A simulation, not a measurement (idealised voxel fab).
Process module under the name voxel trench capacitor
Cross-section cut: width 275 nm, square cells of 5 nm.
Square cells in a grid make up a cross-section in this document, and the grid is given as bands, listed from the top down, each one or more rows of cells. Look at the band entry: it leads with the top's height and the bottom's height in nm. Then it lists the materials left to right, with a width in nm for each. The word "throughout" on a single material says that material fills the band edge to edge. The word "blank" is empty space. All heights in this document are referenced to 0, defined as the level beneath which the wafer, as received, consists entirely of one material. The lowest band is not bounded below; it extends indefinitely downward and is written in the form "0 nm and below". The notation "30->40" denotes a width that varies across the rows of cells in the band, beginning at the first number in the top row, finishing at the second number in the bottom row, and changing by an identical amount from each row to the next. Reading "nothing altered" for a step: not a cell of the cross-section changed in it. If an empty space has no open way to the top and is at least 8 cells in size, "Unvented voids" lists it, written width x height at distance, where distance is measured from the left edge and every value is in nm. If you see something after the settings on a step's line, that's the simulator's own remark about that step. The optional step-line setting "overlay nm" applies to steps with a mask and quantifies how far to the right of its planned location the mask lay, a negative value indicating leftward placement. Reading guide: pairs of cross-sections, before and after one process step; after view cut off at lowest changed band; step and settings listed under each pair. Pairs may stem from different runs of this module on the same starting wafer; continuity with the pair above only where the "Prior to processing" entry states it.

-- Prior to processing
30 nm to 20 nm  W throughout
20 nm to 15 nm  TiN 30  W 10  TiN 50  W 10  TiN 50  W 10  TiN 50  W 10  TiN 55
15 nm to 10 nm  Al2O3 25  TiN 5  W 10  TiN 5  Al2O3 40  TiN 5  W 10  TiN 5  Al2O3 40  TiN 5  W 10  TiN 5  Al2O3 40  TiN 5  W 10  TiN 5  Al2O3 50
10 nm to 0 nm  SiN 20  Al2O3 5->15  TiN 20->10  Al2O3 5  SiN 30  Al2O3 5->15  TiN 20->10  Al2O3 5  SiN 30  Al2O3 5->15  TiN 20->10  Al2O3 5  SiN 30  Al2O3 5->15  TiN 20->10  Al2O3 5  SiN 45
0 nm to -20 nm  Si 30  Al2O3 5  TiN 10  Al2O3 5  Si 40  Al2O3 5  TiN 10  Al2O3 5  Si 40  Al2O3 5  TiN 10  Al2O3 5  Si 40  Al2O3 5  TiN 10  Al2O3 5  Si 45
-20 nm to -25 nm  Si 30  Al2O3 20  Si 40  Al2O3 20  Si 40  Al2O3 20  Si 40  Al2O3 20  Si 45
-25 nm and below  Si throughout
Unvented voids: none

-- Resulting Structure
10 nm to 0 nm  SiN 20  Al2O3 5->15  TiN 20->10  Al2O3 5  SiN 30  Al2O3 5->15  TiN 20->10  Al2O3 5  SiN 30  Al2O3 5->15  TiN 20->10  Al2O3 5  SiN 30  Al2O3 5->15  TiN 20->10  Al2O3 5  SiN 45
All layers under 0 are left as they were.
Unvented voids: none
In between the before and after cross-sections above, the step is CMP | height nm 10

-- Prior to processing
20 nm to 15 nm  TiN 40  blank 10  TiN 50  blank 10  TiN 50  blank 10  TiN 50  blank 10  TiN 45
15 nm to 10 nm  Al2O3 35  TiN 5  blank 10  TiN 5  Al2O3 40  TiN 5  blank 10  TiN 5  Al2O3 40  TiN 5  blank 10  TiN 5  Al2O3 40  TiN 5  blank 10  TiN 5  Al2O3 40
10 nm to 0 nm  SiN 30  Al2O3 5  TiN 5  blank 10  TiN 5  Al2O3 5  SiN 30  Al2O3 5  TiN 5  blank 10  TiN 5  Al2O3 5  SiN 30  Al2O3 5  TiN 5  blank 10  TiN 5  Al2O3 5  SiN 30  Al2O3 5  TiN 5  blank 10  TiN 5  Al2O3 5  SiN 35
0 nm to -15 nm  Si 30  Al2O3 5  TiN 5  blank 10  TiN 5  Al2O3 5  Si 30  Al2O3 5  TiN 5  blank 10  TiN 5  Al2O3 5  Si 30  Al2O3 5  TiN 5  blank 10  TiN 5  Al2O3 5  Si 30  Al2O3 5  TiN 5  blank 10  TiN 5  Al2O3 5  Si 35
-15 nm to -20 nm  Si 30  Al2O3 5  TiN 20  Al2O3 5  Si 30  Al2O3 5  TiN 20  Al2O3 5  Si 30  Al2O3 5  TiN 20  Al2O3 5  Si 30  Al2O3 5  TiN 20  Al2O3 5  Si 35
-20 nm to -25 nm  Si 30  Al2O3 30  Si 30  Al2O3 30  Si 30  Al2O3 30  Si 30  Al2O3 30  Si 35
-25 nm and below  Si throughout
Unvented voids: none

-- Resulting Structure
30 nm to 20 nm  SiN throughout
20 nm to 15 nm  TiN 40  SiN 10  TiN 50  SiN 10  TiN 50  SiN 10  TiN 50  SiN 10  TiN 45
15 nm to 10 nm  Al2O3 35  TiN 5  SiN 10  TiN 5  Al2O3 40  TiN 5  SiN 10  TiN 5  Al2O3 40  TiN 5  SiN 10  TiN 5  Al2O3 40  TiN 5  SiN 10  TiN 5  Al2O3 40
10 nm to 0 nm  SiN 30  Al2O3 5  TiN 5  SiN 10  TiN 5  Al2O3 5  SiN 30  Al2O3 5  TiN 5  SiN 10  TiN 5  Al2O3 5  SiN 30  Al2O3 5  TiN 5  SiN 10  TiN 5  Al2O3 5  SiN 30  Al2O3 5  TiN 5  SiN 10  TiN 5  Al2O3 5  SiN 35
0 nm to -15 nm  Si 30  Al2O3 5  TiN 5  SiN 10  TiN 5  Al2O3 5  Si 30  Al2O3 5  TiN 5  SiN 10  TiN 5  Al2O3 5  Si 30  Al2O3 5  TiN 5  SiN 10  TiN 5  Al2O3 5  Si 30  Al2O3 5  TiN 5  SiN 10  TiN 5  Al2O3 5  Si 35
All layers under -15 are left as they were.
Unvented voids: none
In between the before and after cross-sections above, the step is FILL_DEP | material SiN | thk nm 10

Prior to processing: The pre-step condition corresponds to the post-step cross-section depicted in the pair directly above.

-- Resulting Structure
10 nm to 0 nm  SiN 30  Al2O3 5  TiN 5  SiN 10  TiN 5  Al2O3 5  SiN 30  Al2O3 5  TiN 5  SiN 10  TiN 5  Al2O3 5  SiN 30  Al2O3 5  TiN 5  SiN 10  TiN 5  Al2O3 5  SiN 30  Al2O3 5  TiN 5  SiN 10  TiN 5  Al2O3 5  SiN 35
All layers under 0 are left as they were.
Unvented voids: none
In between the before and after cross-sections above, the step is CMP | height nm 10

-- Prior to processing
10 nm to 0 nm  SiN throughout
0 nm and below  Si throughout
Unvented voids: none

-- Resulting Structure
10 nm to 0 nm  blank 30  SiN 30  blank 30  SiN 30  blank 30  SiN 30  blank 30  SiN 30  blank 35
All layers under 0 are left as they were.
Unvented voids: none
In between the before and after cross-sections above, the step is MASKED_ETCH | tone cover | mask id TRENCH | width nm 30 | pitch nm 60 | etch materials SiN | depth nm 10 | overlay nm 0

Prior to processing: The pre-step condition corresponds to the post-step cross-section depicted in the pair directly above.

-- Resulting Structure
15 nm to 10 nm  blank 25  Al2O3 40  blank 20  Al2O3 40  blank 20  Al2O3 40  blank 20  Al2O3 40  blank 30
10 nm to 5 nm  blank 25  Al2O3 5  SiN 30  Al2O3 5  blank 20  Al2O3 5  SiN 30  Al2O3 5  blank 20  Al2O3 5  SiN 30  Al2O3 5  blank 20  Al2O3 5  SiN 30  Al2O3 5  blank 30
5 nm to 0 nm  Al2O3 30  SiN 30  Al2O3 30  SiN 30  Al2O3 30  SiN 30  Al2O3 30  SiN 30  Al2O3 35
All layers under 0 are left as they were.
Unvented voids: none
In between the before and after cross-sections above, the step is CONFORMAL_DEP | material Al2O3 | thk nm 5

Prior to processing: The pre-step condition corresponds to the post-step cross-section depicted in the pair directly above.

-- Resulting Structure
20 nm to 15 nm  blank 20  TiN 50  blank 10  TiN 50  blank 10  TiN 50  blank 10  TiN 50  blank 25
15 nm to 10 nm  blank 20  TiN 5  Al2O3 40  TiN 5  blank 10  TiN 5  Al2O3 40  TiN 5  blank 10  TiN 5  Al2O3 40  TiN 5  blank 10  TiN 5  Al2O3 40  TiN 5  blank 25
10 nm to 5 nm  TiN 25  Al2O3 5  SiN 30  Al2O3 5  TiN 20  Al2O3 5  SiN 30  Al2O3 5  TiN 20  Al2O3 5  SiN 30  Al2O3 5  TiN 20  Al2O3 5  SiN 30  Al2O3 5  TiN 30
All layers under 5 are left as they were.
Unvented voids: none
In between the before and after cross-sections above, the step is CONFORMAL_DEP | material TiN | thk nm 5

Prior to processing: The pre-step condition corresponds to the post-step cross-section depicted in the pair directly above.

-- Resulting Structure
30 nm to 20 nm  W throughout
20 nm to 15 nm  W 20  TiN 50  W 10  TiN 50  W 10  TiN 50  W 10  TiN 50  W 25
15 nm to 10 nm  W 20  TiN 5  Al2O3 40  TiN 5  W 10  TiN 5  Al2O3 40  TiN 5  W 10  TiN 5  Al2O3 40  TiN 5  W 10  TiN 5  Al2O3 40  TiN 5  W 25
All layers under 10 are left as they were.
Unvented voids: none
In between the before and after cross-sections above, the step is FILL_DEP | material W | thk nm 10

Prior to processing: The pre-step condition corresponds to the post-step cross-section depicted in the pair directly above.

-- Resulting Structure
10 nm to 5 nm  TiN 25  Al2O3 5  SiN 30  Al2O3 5  TiN 20  Al2O3 5  SiN 30  Al2O3 5  TiN 20  Al2O3 5  SiN 30  Al2O3 5  TiN 20  Al2O3 5  SiN 30  Al2O3 5  TiN 30
All layers under 5 are left as they were.
Unvented voids: none
In between the before and after cross-sections above, the step is CMP | height nm 10
